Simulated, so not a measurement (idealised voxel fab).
Module name: voxel ribs on slabs (process module)
Square cell edge 5 nm, section width 200 nm, ID cut.
Reading order for cross-sections: top band down to bottom band. Underlying form: a grid of square cells. Band size: one or more rows of cells.
This entry defines a band. It first specifies the height of the band's top and the height of its bottom in nm, and then specifies the band's materials from left to right, stating each material with its width in nm. The word "everywhere" identifies a single material that fills the band from edge to edge, while the word "empty" identifies empty space.
Below 0: as-received wafer, all one material; heights counted from there. Lowest band: no bottom, goes on down, written "from 0 down".
When a width is written as two numbers, as in "30 to 40", the first number is the width in the top row of cells of the band and the second is the width in its bottom row, and the width changes by the same amount from each row to the next.
"stayed the same" for a step: no cell of the cross-section changed in that step.
Each empty space that has no open way to the top and spans at least 8 cells appears under "Closed internal voids" as width x height at distance, the distance counted from the left edge, all in nm.
What comes after the settings on a step's line is commentary from the simulator itself on that step.
What "overlay nm" on a step's line means: if the step has a mask, that mask lay this far to the right of its planned place, or, when the value is negative, to the left.
Here's what the planned process steps look like
| 1 | RECEIVE (material Si) |
| 2 | DIRECTIONAL_DEP (material SiO2; thk nm 25) |
| 3 | DIRECTIONAL_DEP (material polySi; thk nm 15) |
| 4 | MASKED_ETCH (tone cover; mask id RIB; width nm 20; etch materials polySi; depth nm 10; overlay nm 0) |
| 5 | MASKED_ETCH (tone cover; mask id SLAB; width nm 60; etch materials polySi; depth nm 5; overlay nm 0) |
| 6 | FILL_DEP (material SiO2; thk nm 20) |
| 7 | CMP (height nm 55) |
| 8 | DIRECTIONAL_DEP (material TiN; thk nm 5) |
| 9 | PATTERN (tone cover; mask id HEATER; material resist; width nm 20; thk nm 15; overlay nm 0) |
| 10 | DIRECTIONAL_ETCH (etch materials TiN; depth nm 5) |
| 11 | STRIP (etch materials resist) |
| 12 | CONFORMAL_DEP (material SiN; thk nm 10) |
Same starting wafers, different width nm at step 9. Plan value belongs to the first wafer.
The as-received cross-section of the first of several wafers corresponds to the state after step 1
  from 0 down  Si everywhere
  Closed internal voids: none
Quick look at the cross-section of the first of several wafers after step 12, which wraps up the module
  from 70 to 65  empty (80); SiN (40); empty (80)
  from 65 to 60  SiN everywhere
  from 60 to 55  SiN (90); TiN (20); SiN (90)
  from 55 to 40  SiO2 everywhere
  from 40 to 30  SiO2 (90); polySi (20); SiO2 (90)
  from 30 to 25  SiO2 (70); polySi (60); SiO2 (70)
  from 25 to 0  SiO2 everywhere
  from 0 down  Si everywhere
  Closed internal voids: none
Cross-sectional view, end of module, last wafer of several
  from 70 to 65  empty (70); SiN (65); empty (65)
  from 65 to 60  SiN everywhere
  from 60 to 55  SiN (80); TiN (45); SiN (75)
  from 55 to 40  SiO2 everywhere
  from 40 to 30  SiO2 (90); polySi (20); SiO2 (90)
  from 30 to 25  SiO2 (70); polySi (60); SiO2 (70)
  from 25 to 0  SiO2 everywhere
  from 0 down  Si everywhere
  Closed internal voids: none
Table: wafers, a row each; end-of-module cell change per material since receipt, gain (+), loss (-); then closed voids
width nm 20, +84 SiN, +420 SiO2, +4 TiN, +20 polySi, Closed internal voids: none
width nm 25, +84 SiN, +420 SiO2, +5 TiN, +20 polySi, Closed internal voids: none
width nm 30, +84 SiN, +420 SiO2, +6 TiN, +20 polySi, Closed internal voids: none
width nm 35, +84 SiN, +420 SiO2, +7 TiN, +20 polySi, Closed internal voids: none
width nm 40, +84 SiN, +420 SiO2, +8 TiN, +20 polySi, Closed internal voids: none
width nm 45, +84 SiN, +420 SiO2, +9 TiN, +20 polySi, Closed internal voids: none
